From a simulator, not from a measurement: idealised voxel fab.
Presented below is a process module, voxel capacitor over wiring.
Shown is cross-section cut, with a width of 260 nm and square cells of size 5 nm.
Cross-section, as written here: a square-cell grid given band by band from the top down, where a band holds one or more rows of cells. Top height, bottom height, nm. Materials left to right, width each, nm. Single material + "edge to edge" = fills band edge to edge. "air" = empty. Heights are reckoned from 0. Under this level, the received wafer is all of one material. The bottommost band is open-ended downward, for example "0 nm and below". The two numbers in a width such as "30..40" mark its ends across the band: the first belongs to the top row of cells, the second to the bottom row, and from each row to the next the width moves by the same amount. Step note "no change occurred" = no cross-section cell changed. Entry "Trapped void list". Content: empty spaces with no open connection to the top, size 8 cells or greater. Each: width x height at distance. Distance: from left edge. Unit: nm. What comes after the settings on a step's line is commentary from the simulator itself on that step. overlay nm, on a step with a mask: how far to the right of its planned place the mask lay; to the left if negative.
-- Listed below are the process steps as planned
| 1 | RECEIVE: material Si |
| 2 | CONFORMAL_DEP: material SiO2, thk nm 10 |
| 3 | DIRECTIONAL_DEP: material TiN, thk nm 5 |
| 4 | DIRECTIONAL_DEP: material W, thk nm 15 |
| 5 | MASKED_ETCH: tone cover, mask id METAL_1, width nm 30, pitch nm 100, etch materials W, depth nm 15, overlay nm 0 |
| 6 | MASKED_ETCH: tone cover, mask id METAL_1, width nm 20, pitch nm 100, etch materials TiN, depth nm 5, overlay nm 0 |
| 7 | CONFORMAL_DEP: material SiN, thk nm 5 |
| 8 | FILL_DEP: material lowk, thk nm 10 |
| 9 | CMP: height nm 30 |
| 10 | CONFORMAL_DEP: material SiCN, thk nm 5 |
| 11 | DIRECTIONAL_DEP: material lowk, thk nm 15 |
| 12 | MASKED_ETCH: tone open, mask id PLUG_1, width nm 15, etch materials lowk, depth nm 15, overlay nm 0 |
| 13 | MASKED_ETCH: tone open, mask id PLUG_1, width nm 15, etch materials SiCN, depth nm 5, overlay nm 0 |
| 14 | EPI: material Ru, thk nm 10 |
| 15 | EPI: material Ru, thk nm 10 |
| 16 | DIRECTIONAL_DEP: material TiN, thk nm 5 |
| 17 | DIRECTIONAL_DEP: material HfO2, thk nm 5 |
| 18 | DIRECTIONAL_DEP: material TiN, thk nm 10 |
| 19 | DIRECTIONAL_DEP: material aC, thk nm 15 |
| 20 | PATTERN: tone cover, mask id UPPER_PLATE, material resist, width nm 75, thk nm 35, overlay nm 0 |
| 21 | DIRECTIONAL_ETCH: etch materials aC, depth nm 15 |
| 22 | STRIP: etch materials resist |
| 23 | DIRECTIONAL_ETCH: etch materials TiN, depth nm 10 |
| 24 | DIRECTIONAL_ETCH: etch materials HfO2, depth nm 5 |
| 25 | STRIP: etch materials aC |
| 26 | DIRECTIONAL_DEP: material aC, thk nm 15 |
| 27 | PATTERN: tone cover, mask id LOWER_PLATE, material resist, width nm 85, thk nm 30, overlay nm 0 |
| 28 | DIRECTIONAL_ETCH: etch materials aC, depth nm 15 |
| 29 | STRIP: etch materials resist |
| 30 | DIRECTIONAL_ETCH: etch materials TiN, depth nm 5 |
| 31 | STRIP: etch materials aC |
| 32 | FILL_DEP: material SiO2, thk nm 15 |
| 33 | CMP: height nm 80 |
| 34 | DIRECTIONAL_DEP: material aC, thk nm 10 |
| 35 | PATTERN: tone open, mask id PLUG_2, material resist, width nm 15, thk nm 25, overlay nm 0 |
| 36 | DIRECTIONAL_ETCH: etch materials aC, depth nm 10 |
| 37 | STRIP: etch materials resist |
| 38 | DIRECTIONAL_ETCH: etch materials SiO2, depth nm 10 |
| 39 | STRIP: etch materials aC |
| 40 | CONFORMAL_DEP: material TiN, thk nm 5 |
| 41 | FILL_DEP: material Cu, thk nm 5 |
| 42 | CMP: height nm 80 |
| 43 | CONFORMAL_DEP: material SiN, thk nm 5 |
What sets these wafers apart? The width nm at step 6. They all start alike, and the plan carries the first wafer's value.
-- The first of several wafers in cross-section, exactly as it reached us after step 1
    0 nm and below  Si edge to edge
    Trapped void list: none
-- Note: the following table is arranged by wafer, a row apiece. Each row reports the end-of-module state: per material, cells gained (+) or cells lost (-) compared with the wafer as received; closed voids follow
width nm 20; +1 Cu; +15 HfO2; +12 Ru; +49 SiCN; +104 SiN; +348 SiO2; +64 TiN; +36 W; +255 lowk; Trapped void list: none
width nm 25; +1 Cu; +15 HfO2; +12 Ru; +49 SiCN; +104 SiN; +348 SiO2; +64 TiN; +36 W; +255 lowk; Trapped void list: none
width nm 30; +1 Cu; +15 HfO2; +12 Ru; +49 SiCN; +104 SiN; +348 SiO2; +64 TiN; +36 W; +255 lowk; Trapped void list: none
width nm 35; +1 Cu; +15 HfO2; +12 Ru; +49 SiCN; +104 SiN; +348 SiO2; +66 TiN; +36 W; +253 lowk; Trapped void list: none
width nm 40; +1 Cu; +15 HfO2; +12 Ru; +49 SiCN; +104 SiN; +348 SiO2; +68 TiN; +36 W; +251 lowk; Trapped void list: none
width nm 45; +1 Cu; +15 HfO2; +12 Ru; +49 SiCN; +104 SiN; +348 SiO2; +70 TiN; +36 W; +249 lowk; Trapped void list: none
